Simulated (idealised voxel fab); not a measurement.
process module | voxel fin reveal
cross-section cut | 210 nm wide | cells 5 nm
A cross-section is a grid of square cells, given in bands from the top down. A band is one or more rows of cells.
Each band's line starts with the height of the band's top and of its bottom, in nm. Then come its materials from left to right, each with its width in nm. One material with "throughout" fills the band from edge to edge. "air" is empty space.
Height 0 is the level under which the wafer as received is all one material. The lowest band goes on downwards, as in "0 down".
A width such as "30 to 40" changes by the same amount from each row of cells to the next, from the band's top row to its bottom row.
"no change" after a step means that no cell of the cross-section changed.
closed voids: empty space of 8 cells or more with no open way to the top, each as width x height at its distance from the left edge, in nm
after a step's settings: what the simulator itself notes on the step
overlay nm, on a step with a mask: how far to the right of its planned place the mask lay; to the left if negative
plan
1 op RECEIVE | material Si
2 op CONFORMAL_DEP | material SiN | thk nm 5
3 op PATTERN | tone cover | mask id FINS | material resist | width nm 15 | pitch nm 45 | thk nm 15 | overlay nm 0
4 op DIRECTIONAL_ETCH | etch materials SiN | depth nm 5
5 op DIRECTIONAL_ETCH | etch materials Si | depth nm 35
6 op STRIP | etch materials resist
7 op FILL_DEP | material SiO2 | thk nm 15
8 op CMP | height nm 5
9 op SELECTIVE_ETCH | etch materials SiO2 | depth nm 30
10 op STRIP | etch materials SiN
11 op CONFORMAL_DEP | material HfO2 | thk nm 5
as received, after step 1
  0 down: Si throughout
  closed voids: none
first wafer at the end, as planned
  5 to 0: air 45 | HfO2 25 | air 20 | HfO2 25 | air 20 | HfO2 25 | air 50
  0 to -20: air 45 | HfO2 5 | Si 15 | HfO2 5 | air 20 | HfO2 5 | Si 15 | HfO2 5 | air 20 | HfO2 5 | Si 15 | HfO2 5 | air 50
  -20 to -25: HfO2 50 | Si 15 | HfO2 30 | Si 15 | HfO2 30 | Si 15 | HfO2 55
  -25 to -35: SiO2 50 | Si 15 | SiO2 30 | Si 15 | SiO2 30 | Si 15 | SiO2 55
  -35 down: Si throughout
  closed voids: none
second wafer at the end: like start, like plan, one mistake
  5 to 0: HfO2 55 | air 5 | HfO2 40 | air 5 | HfO2 40 | air 5 | HfO2 60
  0 to -20: Si 50 | HfO2 5 | air 5 | HfO2 5 | Si 30 | HfO2 5 | air 5 | HfO2 5 | Si 30 | HfO2 5 | air 5 | HfO2 5 | Si 55
  -20 to -25: Si 50 | HfO2 15 | Si 30 | HfO2 15 | Si 30 | HfO2 15 | Si 55
  -25 to -35: Si 50 | SiO2 15 | Si 30 | SiO2 15 | Si 30 | SiO2 15 | Si 55
  -35 down: Si throughout
  closed voids: none
what went wrong: step 3 ran as: op PATTERN | tone open | mask id FINS | material resist | width nm 15 | pitch nm 45 | thk nm 15 | overlay nm 0
at the end the second wafer has, in cells: 168 more of Si | 48 fewer of SiO2
